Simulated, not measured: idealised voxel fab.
Process module under the name voxel self aligned vias
Cross-sectional view cut (width: 300 nm; square cell size: 5 nm).
When this document writes out a cross-section, it uses a grid of square cells and lists it as bands, beginning at the top and moving down, with a band standing for one or more rows of cells.
What a band's entry tells you: where the top is and where the bottom is, as heights in nm, and after that what lies inside, material by material from left to right, each with its width in nm. Empty space is written as the word "air", and a single material marked with the word "full width" occupies the band from edge to edge.
For the purposes of this specification, 0 denotes the height below which the wafer in its as-received condition is composed wholly of one material, and the lowermost band, lacking a lower limit, extends downward without end, as expressed in "0 -> down".
With a width like "30 to 40", each row of cells in the band differs from the next by the same amount, the top row carrying the first number and the bottom row the second.
The cross-section has no changed cell in any step marked "nothing changed".
The entry titled "Sealed-off cavities" provides the empty spaces that have no open way to the top, restricted to those of 8 cells or more. Each is presented as width x height at distance, the distance being measured from the left edge, with all three in nm.
Formally, on a step line, whatever follows the settings is a remark that the simulator itself makes on the step.
overlay nm: for a step with a mask, the amount by which the mask lay right of where it was planned; a negative amount means left of it.
## Planned step list for the process
1: RECEIVE: material Si
2: CONFORMAL_DEP: material SiO2, thk nm 15
3: CONFORMAL_DEP: material SiCN, thk nm 5
4: DIRECTIONAL_DEP: material lowk, thk nm 20
5: DIRECTIONAL_DEP: material aC, thk nm 10
6: PATTERN: tone open, mask id LINES, material resist, width nm 20, pitch nm 60, thk nm 30, overlay nm 0
7: DIRECTIONAL_ETCH: etch materials aC, depth nm 10
8: STRIP: etch materials resist
9: DIRECTIONAL_ETCH: etch materials lowk, depth nm 20
10: STRIP: etch materials aC
11: CONFORMAL_DEP: material TiN, thk nm 5
12: FILL_DEP: material W, thk nm 5
13: CMP: height nm 40
14: SELECTIVE_ETCH: etch materials W Ru TiN, depth nm 10
15: FILL_DEP: material SiN, thk nm 10
16: CMP: height nm 40
17: DIRECTIONAL_DEP: material lowk, thk nm 15
18: PATTERN: tone open, mask id VIAS, material resist, width nm 40, pitch nm 60, thk nm 20, overlay nm 0
19: DIRECTIONAL_ETCH: etch materials lowk, depth nm 15
20: DIRECTIONAL_ETCH: etch materials SiN, depth nm 10
21: STRIP: etch materials resist
22: CONFORMAL_DEP: material TiN, thk nm 5
23: FILL_DEP: material W, thk nm 5
24: CMP: height nm 55
25: CONFORMAL_DEP: material SiN, thk nm 5
## Wafer cross-section on receipt, i.e. after step 1
* 0 -> down: Si full width
* Sealed-off cavities: none
## Post-module cross-section: identical start and plan to those above, one misstep in execution
* 60 -> 55: SiN full width
* 55 -> 45: lowk=105 | TiN=5 | W=25 | TiN=5 | lowk=25 | TiN=5 | W=25 | TiN=5 | lowk=100
* 45 -> 35: lowk=105 to 110 | TiN=10 to 5 | W=10 | TiN=15 to 5 | lowk=25 to 40 | TiN=10 to 5 | W=10 | TiN=15 to 5 | lowk=100 to 110
* 35 -> 30: lowk=110 | TiN=20 | lowk=40 | TiN=20 | lowk=110
* 30 -> 25: lowk=110 | TiN=5 | W=10 | TiN=5 | lowk=40 | TiN=5 | W=10 | TiN=5 | lowk=110
* 25 -> 20: lowk=110 | TiN=20 | lowk=40 | TiN=20 | lowk=110
* 20 -> 15: SiCN full width
* 15 -> 0: SiO2 full width
* 0 -> down: Si full width
* Sealed-off cavities: none
It is concluded that the wafer was processed incorrectly with respect to the plan, in that rather than as planned, step 18 actually ran as PATTERN: tone open, mask id VIAS, material resist, width nm 35, pitch nm 60, thk nm 20, overlay nm 0
